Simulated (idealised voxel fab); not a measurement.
process module | voxel self aligned contacts
cross-section cut | 210 nm wide | cells 5 nm
A cross-section is a grid of square cells, given in bands from the top down. A band is one or more rows of cells.
Each band's line starts with the height of the band's top and of its bottom, in nm. Then come its materials from left to right, each with its width in nm. One material with "throughout" fills the band from edge to edge. "air" is empty space.
Height 0 is the level under which the wafer as received is all one material. The lowest band goes on downwards, as in "0 down".
A width such as "30 to 40" changes by the same amount from each row of cells to the next, from the band's top row to its bottom row.
"no change" after a step means that no cell of the cross-section changed.
closed voids: empty space of 8 cells or more with no open way to the top, each as width x height at its distance from the left edge, in nm
after a step's settings: what the simulator itself notes on the step
overlay nm, on a step with a mask: how far to the right of its planned place the mask lay; to the left if negative
plan
1 op RECEIVE | material Si
2 op CONFORMAL_DEP | material SiO2 | thk nm 5
3 op DIRECTIONAL_DEP | material polySi | thk nm 20
4 op DIRECTIONAL_DEP | material SiN | thk nm 25
5 op PATTERN | tone cover | mask id GATE | material resist | width nm 25 | pitch nm 65 | thk nm 20 | overlay nm 0
6 op DIRECTIONAL_ETCH | etch materials SiN | depth nm 25
7 op DIRECTIONAL_ETCH | etch materials polySi | depth nm 20
8 op STRIP | etch materials resist
9 op CONFORMAL_DEP | material SiN | thk nm 10
10 op DIRECTIONAL_ETCH | etch materials SiN | depth nm 10
11 op FILL_DEP | material SiO2 | thk nm 15
12 op CMP | height nm 60
13 op PATTERN | tone open | mask id CONTACT | material resist | width nm 50 | thk nm 20 | overlay nm 0
14 op DIRECTIONAL_ETCH | etch materials SiO2 | depth nm 60
15 op STRIP | etch materials resist
16 op CONFORMAL_DEP | material TiN | thk nm 5
17 op FILL_DEP | material W | thk nm 10
18 op CMP | height nm 60
19 op CONFORMAL_DEP | material SiCN | thk nm 5
as received, after step 1
  0 down: Si throughout
  closed voids: none
first wafer at the end, as planned
  65 to 60: SiCN throughout
  60 to 50: SiO2 80 | TiN 5 to 20 | W 40 to 10 | TiN 5 to 20 | SiO2 80
  50 to 25: SiO2 50 | SiN 45 | TiN 5 | W 10 | TiN 5 | SiN 45 | SiO2 50
  25 to 5: SiO2 50 | SiN 10 | polySi 25 | SiN 10 | TiN 5 | W 10 | TiN 5 | SiN 10 | polySi 25 | SiN 10 | SiO2 50
  5 to 0: SiO2 95 | TiN 20 | SiO2 95
  0 down: Si throughout
  closed voids: none
second wafer at the end: like start, like plan, one mistake
  65 to 60: SiCN throughout
  60 to 50: SiO2 85 | TiN 5 to 15 | W 30 to 10 | TiN 5 to 15 | SiO2 85
  50 to 25: SiO2 50 | SiN 45 | TiN 5 | W 10 | TiN 5 | SiN 45 | SiO2 50
  25 to 5: SiO2 50 | SiN 10 | polySi 25 | SiN 10 | TiN 5 | W 10 | TiN 5 | SiN 10 | polySi 25 | SiN 10 | SiO2 50
  5 to 0: SiO2 95 | TiN 20 | SiO2 95
  0 down: Si throughout
  closed voids: none
what went wrong: step 13 ran as: op PATTERN | tone open | mask id CONTACT | material resist | width nm 40 | thk nm 20 | overlay nm 0
at the end the second wafer has, in cells: 4 more of SiO2 | 2 fewer of TiN | 2 fewer of W
